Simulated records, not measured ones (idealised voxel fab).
Process module name: voxel wiring stack
We display cut, a cross-section 255 nm in width whose square cells are each 5 nm.
Format of a cross-section: grid, square cells. Given as bands. Order: top down. Band: one or more rows of cells.
Within each band entry, the heights of the top and of the bottom of the band appear first, in that order and in nm; the materials of the band then follow from left to right, each with its corresponding width in nm. The designation "edge to edge" on a single material indicates that it fills the band from edge to edge; the designation "empty" indicates empty space.
Heights are expressed relative to 0, this being the level below which the as-received wafer comprises one material exclusively. The lowest band is unbounded in the downward direction and is denoted as in "0 nm and below".
The two numbers in a width such as "30..40" mark its ends across the band: the first belongs to the top row of cells, the second to the bottom row, and from each row to the next the width moves by the same amount.
For the purposes of this document, the phrase "changes: none" attached to a step denotes that no cell within the cross-section was modified by that step.
This entry, "Unvented internal voids", enumerates those empty regions of no fewer than 8 cells that possess no open connection to the top. Each region is reported in the form width x height at distance, the distance being taken from the left edge, with all three quantities expressed in nm.
Past the settings on a step's line: simulator remark, on that step.
overlay nm: on a step with a mask, how far right of its planned place the mask lay; negative means left.

[Process steps (planned)]
1,op RECEIVE | material Si
2,op CONFORMAL_DEP | material SiO2 | thk nm 15
3,op DIRECTIONAL_DEP | material TiN | thk nm 5
4,op DIRECTIONAL_DEP | material W | thk nm 15
5,op DIRECTIONAL_DEP | material aC | thk nm 10
6,op PATTERN | tone cover | mask id METAL_1 | material resist | width nm 30 | pitch nm 50 | thk nm 25 | overlay nm 0
7,op DIRECTIONAL_ETCH | etch materials aC | depth nm 10
8,op STRIP | etch materials resist
9,op DIRECTIONAL_ETCH | etch materials W | depth nm 15
10,op DIRECTIONAL_ETCH | etch materials TiN | depth nm 5
11,op STRIP | etch materials aC
12,op FILL_DEP | material SiO2 | thk nm 10
13,op CMP | height nm 35
14,op CONFORMAL_DEP | material SiCN | thk nm 5
15,op DIRECTIONAL_DEP | material lowk | thk nm 10
16,op PATTERN | tone open | mask id PLUG_1 | material resist | width nm 15 | pitch nm 50 | thk nm 20 | overlay nm 0
17,op DIRECTIONAL_ETCH | etch materials lowk | depth nm 10
18,op DIRECTIONAL_ETCH | etch materials SiCN | depth nm 5
19,op STRIP | etch materials resist
20,op CONFORMAL_DEP | material TiN | thk nm 5
21,op FILL_DEP | material Ru | thk nm 5
22,op CMP | height nm 50
23,op DIRECTIONAL_DEP | material TiN | thk nm 5
24,op DIRECTIONAL_DEP | material Ru | thk nm 15
25,op DIRECTIONAL_DEP | material aC | thk nm 10
26,op PATTERN | tone cover | mask id METAL_2 | material resist | width nm 30 | pitch nm 50 | thk nm 25 | overlay nm 0
27,op DIRECTIONAL_ETCH | etch materials aC | depth nm 10
28,op STRIP | etch materials resist
29,op DIRECTIONAL_ETCH | etch materials Ru | depth nm 15
30,op DIRECTIONAL_ETCH | etch materials TiN | depth nm 5
31,op STRIP | etch materials aC
32,op CONFORMAL_DEP | material SiCN | thk nm 5
33,op FILL_DEP | material lowk | thk nm 10
34,op CMP | height nm 70
35,op CONFORMAL_DEP | material SiCN | thk nm 5

[Step 1 complete: cross-section of the wafer as received]
> 0 nm and below = Si edge to edge
> Unvented internal voids: none

[The first of the two wafers as seen in cross-section once the module was finished; processing followed the plan]
> 75 nm to 70 nm = SiCN edge to edge
> 70 nm to 55 nm = lowk: 30 / SiCN: 5 / Ru: 30 / SiCN: 5 / lowk: 10 / SiCN: 5 / Ru: 30 / SiCN: 5 / lowk: 10 / SiCN: 5 / Ru: 30 / SiCN: 5 / lowk: 10 / SiCN: 5 / Ru: 30 / SiCN: 5 / lowk: 35
> 55 nm to 50 nm = SiCN: 35 / TiN: 30 / SiCN: 20 / TiN: 30 / SiCN: 20 / TiN: 30 / SiCN: 20 / TiN: 30 / SiCN: 40
> 50 nm to 40 nm = lowk: 35 / TiN: 5 / Ru: 5 / TiN: 5 / lowk: 35 / TiN: 5 / Ru: 5 / TiN: 5 / lowk: 35 / TiN: 5 / Ru: 5 / TiN: 5 / lowk: 35 / TiN: 5 / Ru: 5 / TiN: 5 / lowk: 55
> 40 nm to 35 nm = SiCN: 35 / TiN: 15 / SiCN: 35 / TiN: 15 / SiCN: 35 / TiN: 15 / SiCN: 35 / TiN: 15 / SiCN: 55
> 35 nm to 20 nm = SiO2: 35 / W: 30 / SiO2: 20 / W: 30 / SiO2: 20 / W: 30 / SiO2: 20 / W: 30 / SiO2: 40
> 20 nm to 15 nm = SiO2: 35 / TiN: 30 / SiO2: 20 / TiN: 30 / SiO2: 20 / TiN: 30 / SiO2: 20 / TiN: 30 / SiO2: 40
> 15 nm to 0 nm = SiO2 edge to edge
> 0 nm and below = Si edge to edge
> Unvented internal voids: none

[Cross-sectional view: second of two wafers, end of module; start and plan identical to the first, one mistake in running]
> 75 nm to 70 nm = SiCN edge to edge
> 70 nm to 55 nm = lowk: 30 / SiCN: 5 / Ru: 30 / SiCN: 5 / lowk: 10 / SiCN: 5 / Ru: 30 / SiCN: 5 / lowk: 10 / SiCN: 5 / Ru: 30 / SiCN: 5 / lowk: 10 / SiCN: 5 / Ru: 30 / SiCN: 5 / lowk: 35
> 55 nm to 50 nm = SiCN: 35 / TiN: 30 / SiCN: 20 / TiN: 30 / SiCN: 20 / TiN: 30 / SiCN: 20 / TiN: 30 / SiCN: 40
> 50 nm to 40 nm = lowk: 35 / TiN: 5 / Ru: 5 / TiN: 5 / lowk: 35 / TiN: 5 / Ru: 5 / TiN: 5 / lowk: 35 / TiN: 5 / Ru: 5 / TiN: 5 / lowk: 35 / TiN: 5 / Ru: 5 / TiN: 5 / lowk: 55
> 40 nm to 35 nm = SiCN: 35 / TiN: 15 / SiCN: 35 / TiN: 15 / SiCN: 35 / TiN: 15 / SiCN: 35 / TiN: 15 / SiCN: 55
> 35 nm to 20 nm = W: 35 / SiO2: 30 / W: 20 / SiO2: 30 / W: 20 / SiO2: 30 / W: 20 / SiO2: 30 / W: 40
> 20 nm to 15 nm = TiN: 35 / SiO2: 30 / TiN: 20 / SiO2: 30 / TiN: 20 / SiO2: 30 / TiN: 20 / SiO2: 30 / TiN: 40
> 15 nm to 0 nm = SiO2 edge to edge
> 0 nm and below = Si edge to edge
> Unvented internal voids: none
Processing error: so step 6 ended up running with a different setting than we planned, it ran as op PATTERN | tone open | mask id METAL_1 | material resist | width nm 30 | pitch nm 50 | thk nm 25 | overlay nm 0
Cell-count delta at end, second wafer over first, by material: 12 fewer of SiO2 | 3 more of TiN | 9 more of W
